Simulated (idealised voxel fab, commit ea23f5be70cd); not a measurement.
Process module, titled voxel self aligned contacts
Shown is cross-section cut, with a width of 280 nm and square cells of size 5 nm.
Just so we're on the same page, the cross-sections are grids of square cells, and they're listed out in bands top to bottom, each band one or more rows deep.
Heights first: top, then bottom, in nm. Then materials, left to right, each with a width in nm. "all across" on a single material: fills the band edge to edge. "empty": empty space.
Beneath 0, the wafer as received is one material, and that level is where height counting begins. The lowest band goes on downward without a bottom; it is written like "0 nm and below".
Think of "30..40" as a width that walks from the first number to the second as you go down the band, top row to bottom row, taking equal-sized steps from row to row.
"no modification", as given for a step, is the statement that not any cell of the cross-section underwent a change during that step.
Entry "Catalogued sealed voids" = empty spaces >= 8 cells with no open way to the top; each as width x height at distance, distance from left edge, all nm.
On each step's line, the part that comes after the settings is the simulator's own comment on the step.
overlay nm: step with mask; distance mask lay right of planned place; negative value = left of planned place.
## Steps in the process plan
1. op RECEIVE | material Si
2. op CONFORMAL_DEP | material SiO2 | thk nm 5
3. op DIRECTIONAL_DEP | material polySi | thk nm 20
4. op DIRECTIONAL_DEP | material SiN | thk nm 20
5. op MASKED_ETCH | tone cover | mask id GATE | width nm 30 | pitch nm 65 | etch materials SiN | depth nm 20 | overlay nm 0
6. op MASKED_ETCH | tone cover | mask id GATE | width nm 30 | pitch nm 65 | etch materials polySi | depth nm 20 | overlay nm 0
7. op CONFORMAL_DEP | material SiN | thk nm 10
8. op DIRECTIONAL_ETCH | etch materials SiN | depth nm 10
9. op FILL_DEP | material SiO2 | thk nm 15
10. op CMP | height nm 50
11. op PATTERN | tone open | mask id CONTACT | material resist | width nm 45 | pitch nm 65 | thk nm 15 | overlay nm 0
12. op DIRECTIONAL_ETCH | etch materials SiO2 | depth nm 50
13. op STRIP | etch materials resist
14. op CONFORMAL_DEP | material TiN | thk nm 5
15. op FILL_DEP | material Ru | thk nm 10
16. op CMP | height nm 50
17. op CONFORMAL_DEP | material SiN | thk nm 5
## This is the cross-section of the wafer as we received it, i.e. after step 1
0 nm and below = Si all across
Catalogued sealed voids: none
## The plan above was carried out on the starting structure above with one mistake, and this cross-section shows the wafer at the end of the module
55 nm to 50 nm = SiN all across
50 nm to 45 nm = SiO2 (85); TiN (15); Ru (15); TiN (15); SiO2 (20); TiN (15); Ru (15); TiN (15); SiO2 (85)
45 nm to 30 nm = SiO2 (55); SiN (40); TiN (5); Ru (15); TiN (5); SiN (40); TiN (5); Ru (15); TiN (5); SiN (40); SiO2 (55)
30 nm to 25 nm = SiO2 (55); SiN (40); TiN (10); Ru (5); TiN (10); SiN (40); TiN (10); Ru (5); TiN (10); SiN (40); SiO2 (55)
25 nm to 5 nm = SiO2 (50); SiN (10); polySi (30); SiN (10); TiN (5); Ru (5); TiN (5); SiN (10); polySi (30); SiN (10); TiN (5); Ru (5); TiN (5); SiN (10); polySi (30); SiN (10); SiO2 (50)
5 nm to 0 nm = SiO2 (100); TiN (15); SiO2 (50); TiN (15); SiO2 (100)
0 nm and below = Si all across
Catalogued sealed voids: none
What was the processing mistake? not per plan at step 5, really ran op MASKED_ETCH | tone cover | mask id GATE | width nm 20 | pitch nm 65 | etch materials SiN | depth nm 20 | overlay nm 0
